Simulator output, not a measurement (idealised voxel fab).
This section sets out a process module, namely voxel trench capacitor.
In the cross-section labelled cut, the width is 265 nm and each square cell is 5 nm.
Just so we're on the same page, the cross-sections are grids of square cells, and they're listed out in bands top to bottom, each band one or more rows deep. Band: top and bottom heights (nm) first, top before bottom; then materials from left to right, widths in nm. "throughout" marks a sole material filling the band edge to edge. "empty" denotes empty space. Ref level 0: as-received wafer is one material below here. Bottom band extends down with no lower bound ("z 0 and below"). Width spec "30->40" -> top row of cells at first value, bottom row at second value, equal per-row change in between. "no modification" for a step: no cell of the cross-section changed in that step. If an empty space has no open way to the top and is at least 8 cells in size, "Closed cavity list" lists it, written width x height at distance, where distance is measured from the left edge and every value is in nm. It should be noted that, on the line of a given step, the content following the step's settings is a remark produced by the simulator itself with respect to that step. overlay nm: mask offset rightward from planned place, masked step; negative means leftward offset.

Planned step list for the process:
1. RECEIVE, material Si
2. CONFORMAL_DEP, material SiN, thk nm 5
3. MASKED_ETCH, tone open, mask id TRENCH, width nm 30, pitch nm 55, etch materials SiN, depth nm 5, overlay nm 0
4. MASKED_ETCH, tone open, mask id TRENCH, width nm 30, pitch nm 55, etch materials Si, depth nm 25, overlay nm 0
5. CONFORMAL_DEP, material HfO2, thk nm 5
6. CONFORMAL_DEP, material TiN, thk nm 5
7. FILL_DEP, material W, thk nm 5
8. CMP, height nm 5

First of two wafers, processed according to plan:

Cross-sectional view of the wafer in its as-received condition, corresponding to the state after step 1:
- z 0 and below = Si throughout
- Closed cavity list: none

After step 2: wafer cross-section:
- z 5 to 0 = SiN throughout
- Unchanged below 0.

After step 3: wafer cross-section:
- z 5 to 0 = SiN: 60; empty: 30; SiN: 25; empty: 30; SiN: 25; empty: 30; SiN: 65
- Unchanged below 0.

After step 4: wafer cross-section:
- z 5 to 0 = SiN: 60; empty: 30; SiN: 25; empty: 30; SiN: 25; empty: 30; SiN: 65
- z 0 to -25 = Si: 60; empty: 30; Si: 25; empty: 30; Si: 25; empty: 30; Si: 65
- Unchanged below -25.

After step 5: wafer cross-section:
- z 10 to 5 = HfO2: 65; empty: 20; HfO2: 35; empty: 20; HfO2: 35; empty: 20; HfO2: 70
- z 5 to 0 = SiN: 60; HfO2: 5; empty: 20; HfO2: 5; SiN: 25; HfO2: 5; empty: 20; HfO2: 5; SiN: 25; HfO2: 5; empty: 20; HfO2: 5; SiN: 65
- z 0 to -20 = Si: 60; HfO2: 5; empty: 20; HfO2: 5; Si: 25; HfO2: 5; empty: 20; HfO2: 5; Si: 25; HfO2: 5; empty: 20; HfO2: 5; Si: 65
- z -20 to -25 = Si: 60; HfO2: 30; Si: 25; HfO2: 30; Si: 25; HfO2: 30; Si: 65
- Unchanged below -25.

After step 6: wafer cross-section:
- z 15 to 10 = TiN: 70; empty: 10; TiN: 45; empty: 10; TiN: 45; empty: 10; TiN: 75
- z 10 to 5 = HfO2: 65; TiN: 5; empty: 10; TiN: 5; HfO2: 35; TiN: 5; empty: 10; TiN: 5; HfO2: 35; TiN: 5; empty: 10; TiN: 5; HfO2: 70
- z 5 to 0 = SiN: 60; HfO2: 5; TiN: 5; empty: 10; TiN: 5; HfO2: 5; SiN: 25; HfO2: 5; TiN: 5; empty: 10; TiN: 5; HfO2: 5; SiN: 25; HfO2: 5; TiN: 5; empty: 10; TiN: 5; HfO2: 5; SiN: 65
- z 0 to -15 = Si: 60; HfO2: 5; TiN: 5; empty: 10; TiN: 5; HfO2: 5; Si: 25; HfO2: 5; TiN: 5; empty: 10; TiN: 5; HfO2: 5; Si: 25; HfO2: 5; TiN: 5; empty: 10; TiN: 5; HfO2: 5; Si: 65
- z -15 to -20 = Si: 60; HfO2: 5; TiN: 20; HfO2: 5; Si: 25; HfO2: 5; TiN: 20; HfO2: 5; Si: 25; HfO2: 5; TiN: 20; HfO2: 5; Si: 65
- Unchanged below -20.

After step 7: wafer cross-section:
- z 20 to 15 = W throughout
- z 15 to 10 = TiN: 70; W: 10; TiN: 45; W: 10; TiN: 45; W: 10; TiN: 75
- z 10 to 5 = HfO2: 65; TiN: 5; W: 10; TiN: 5; HfO2: 35; TiN: 5; W: 10; TiN: 5; HfO2: 35; TiN: 5; W: 10; TiN: 5; HfO2: 70
- z 5 to 0 = SiN: 60; HfO2: 5; TiN: 5; W: 10; TiN: 5; HfO2: 5; SiN: 25; HfO2: 5; TiN: 5; W: 10; TiN: 5; HfO2: 5; SiN: 25; HfO2: 5; TiN: 5; W: 10; TiN: 5; HfO2: 5; SiN: 65
- z 0 to -15 = Si: 60; HfO2: 5; TiN: 5; W: 10; TiN: 5; HfO2: 5; Si: 25; HfO2: 5; TiN: 5; W: 10; TiN: 5; HfO2: 5; Si: 25; HfO2: 5; TiN: 5; W: 10; TiN: 5; HfO2: 5; Si: 65
- Unchanged below -15.

After step 8: wafer cross-section:
- z 5 to 0 = SiN: 60; HfO2: 5; TiN: 5; W: 10; TiN: 5; HfO2: 5; SiN: 25; HfO2: 5; TiN: 5; W: 10; TiN: 5; HfO2: 5; SiN: 25; HfO2: 5; TiN: 5; W: 10; TiN: 5; HfO2: 5; SiN: 65
- Unchanged below 0.

Second wafer: same start and same plan as the first, one execution error; identical to the first through step 2:

Planned end of step 3: second wafer, cross-section:
- z 5 to 0 = SiN: 65; empty: 30; SiN: 25; empty: 30; SiN: 25; empty: 30; SiN: 60
- Unchanged below 0.

Planned end of step 4: second wafer, cross-section:
- z 5 to 0 = SiN: 65; empty: 30; SiN: 25; empty: 30; SiN: 25; empty: 30; SiN: 60
- z 0 to -25 = Si: 65; empty: 25; Si: 30; empty: 25; Si: 30; empty: 25; Si: 65
- Unchanged below -25.

Planned end of step 5: second wafer, cross-section:
- z 10 to 5 = HfO2: 70; empty: 20; HfO2: 35; empty: 20; HfO2: 35; empty: 20; HfO2: 65
- z 5 to 0 = SiN: 65; HfO2: 5; empty: 15; HfO2: 10; SiN: 25; HfO2: 5; empty: 15; HfO2: 10; SiN: 25; HfO2: 5; empty: 15; HfO2: 10; SiN: 60
- z 0 to -20 = Si: 65; HfO2: 5; empty: 15; HfO2: 5; Si: 30; HfO2: 5; empty: 15; HfO2: 5; Si: 30; HfO2: 5; empty: 15; HfO2: 5; Si: 65
- z -20 to -25 = Si: 65; HfO2: 25; Si: 30; HfO2: 25; Si: 30; HfO2: 25; Si: 65
- Unchanged below -25.

Planned end of step 6: second wafer, cross-section:
- z 15 to 10 = TiN: 75; empty: 10; TiN: 45; empty: 10; TiN: 45; empty: 10; TiN: 70
- z 10 to 5 = HfO2: 70; TiN: 5; empty: 5; TiN: 10; HfO2: 35; TiN: 5; empty: 5; TiN: 10; HfO2: 35; TiN: 5; empty: 5; TiN: 10; HfO2: 65
- z 5 to 0 = SiN: 65; HfO2: 5; TiN: 5; empty: 5; TiN: 5; HfO2: 10; SiN: 25; HfO2: 5; TiN: 5; empty: 5; TiN: 5; HfO2: 10; SiN: 25; HfO2: 5; TiN: 5; empty: 5; TiN: 5; HfO2: 10; SiN: 60
- z 0 to -15 = Si: 65; HfO2: 5; TiN: 5; empty: 5; TiN: 5; HfO2: 5; Si: 30; HfO2: 5; TiN: 5; empty: 5; TiN: 5; HfO2: 5; Si: 30; HfO2: 5; TiN: 5; empty: 5; TiN: 5; HfO2: 5; Si: 65
- z -15 to -20 = Si: 65; HfO2: 5; TiN: 15; HfO2: 5; Si: 30; HfO2: 5; TiN: 15; HfO2: 5; Si: 30; HfO2: 5; TiN: 15; HfO2: 5; Si: 65
- Unchanged below -20.

Planned end of step 7: second wafer, cross-section:
- z 20 to 15 = W throughout
- z 15 to 10 = TiN: 75; W: 10; TiN: 45; W: 10; TiN: 45; W: 10; TiN: 70
- z 10 to 5 = HfO2: 70; TiN: 5; W: 5; TiN: 10; HfO2: 35; TiN: 5; W: 5; TiN: 10; HfO2: 35; TiN: 5; W: 5; TiN: 10; HfO2: 65
- z 5 to 0 = SiN: 65; HfO2: 5; TiN: 5; W: 5; TiN: 5; HfO2: 10; SiN: 25; HfO2: 5; TiN: 5; W: 5; TiN: 5; HfO2: 10; SiN: 25; HfO2: 5; TiN: 5; W: 5; TiN: 5; HfO2: 10; SiN: 60
- z 0 to -15 = Si: 65; HfO2: 5; TiN: 5; W: 5; TiN: 5; HfO2: 5; Si: 30; HfO2: 5; TiN: 5; W: 5; TiN: 5; HfO2: 5; Si: 30; HfO2: 5; TiN: 5; W: 5; TiN: 5; HfO2: 5; Si: 65
- Unchanged below -15.

Planned end of step 8: second wafer, cross-section:
- z 5 to 0 = SiN: 65; HfO2: 5; TiN: 5; W: 5; TiN: 5; HfO2: 10; SiN: 25; HfO2: 5; TiN: 5; W: 5; TiN: 5; HfO2: 10; SiN: 25; HfO2: 5; TiN: 5; W: 5; TiN: 5; HfO2: 10; SiN: 60
- Unchanged below 0.
Short version of what went wrong: contrary to plan, step 3 was performed as MASKED_ETCH, tone open, mask id TRENCH, width nm 30, pitch nm 55, etch materials SiN, depth nm 5, overlay nm 5
End check, counted in cells, second wafer has more or fewer of these materials than the first: +15 Si | -3 TiN | -12 W
